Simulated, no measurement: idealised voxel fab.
The following process module bears the name voxel self aligned vias.
Shown is cross-section cut, with a width of 285 nm and square cells of size 5 nm.
Think of the cross-section as a grid of square cells. We describe it in bands, top to bottom, and each band covers one or more rows of those cells. Heights first: top, then bottom, in nm. Then materials, left to right, each with a width in nm. "throughout" on a single material: fills the band edge to edge. "blank": empty space. Height datum 0, below which the as-received substrate wafer is one material. Lowest band open at the bottom, running downward: "0 down". Per-row width for "30->40": begins at first number (top row of band), ends at second number (bottom row), increment between rows held constant. Where a step carries "nothing changed", the cross-section came out of it unchanged, cell for cell. Closed-off voids of 8+ cells (no open route to the top) go in "Closed void roster", written width x height at distance from the left edge, in nm. Whatever follows a step's settings on its line is a remark the simulator itself makes about that step. A step's line can hold "overlay nm"; with a mask on that step, the setting says how far right of the planned place the mask lay, while a negative setting says it lay to the left.
STEPS IN THE PROCESS PLAN
- 1: RECEIVE, material Si
- 2: CONFORMAL_DEP, material SiO2, thk nm 10
- 3: CONFORMAL_DEP, material SiCN, thk nm 5
- 4: DIRECTIONAL_DEP, material SiO2, thk nm 25
- 5: DIRECTIONAL_DEP, material aC, thk nm 10
- 6: PATTERN, tone open, mask id LINES, material resist, width nm 30, pitch nm 75, thk nm 30, overlay nm 0
- 7: DIRECTIONAL_ETCH, etch materials aC, depth nm 10
- 8: STRIP, etch materials resist
- 9: DIRECTIONAL_ETCH, etch materials SiO2, depth nm 25
- 10: STRIP, etch materials aC
- 11: CONFORMAL_DEP, material TiN, thk nm 5
- 12: FILL_DEP, material Ru, thk nm 10
- 13: CMP, height nm 40
- 14: SELECTIVE_ETCH, etch materials W Ru TiN, depth nm 10
- 15: FILL_DEP, material SiN, thk nm 10
- 16: CMP, height nm 40
- 17: DIRECTIONAL_DEP, material SiO2, thk nm 15
- 18: PATTERN, tone open, mask id VIAS, material resist, width nm 50, thk nm 15, overlay nm 0
- 19: DIRECTIONAL_ETCH, etch materials SiO2, depth nm 15
- 20: DIRECTIONAL_ETCH, etch materials SiN, depth nm 10
- 21: STRIP, etch materials resist
- 22: CONFORMAL_DEP, material TiN, thk nm 5
- 23: FILL_DEP, material Ru, thk nm 10
- 24: CMP, height nm 55
- 25: CONFORMAL_DEP, material SiCN, thk nm 5
WAFER AS RECEIVED: CROSS-SECTION FOLLOWING STEP 1
* 0 down | Si throughout
* Closed void roster: none
BELOW IS THE WAFER IN CROSS-SECTION AFTER THE MODULE WAS COMPLETED. IT BEGAN FROM THE STARTING POINT SHOWN ABOVE AND FOLLOWED THE PLAN SHOWN ABOVE, EXCEPT THAT ONE MISTAKE WAS MADE WHILE RUNNING IT
* 60 to 55 | SiCN throughout
* 55 to 45 | 80 SiO2, then 5 TiN, then 40 Ru, then 5 TiN, then 155 SiO2
* 45 to 40 | 80 SiO2, then 50 TiN, then 155 SiO2
* 40 to 35 | SiCN throughout
* 35 to 0 | SiO2 throughout
* 0 down | Si throughout
* Closed void roster: none
In executing the process, a mistake was made relative to the plan: ran 3 and 4 in swapped order versus the plan
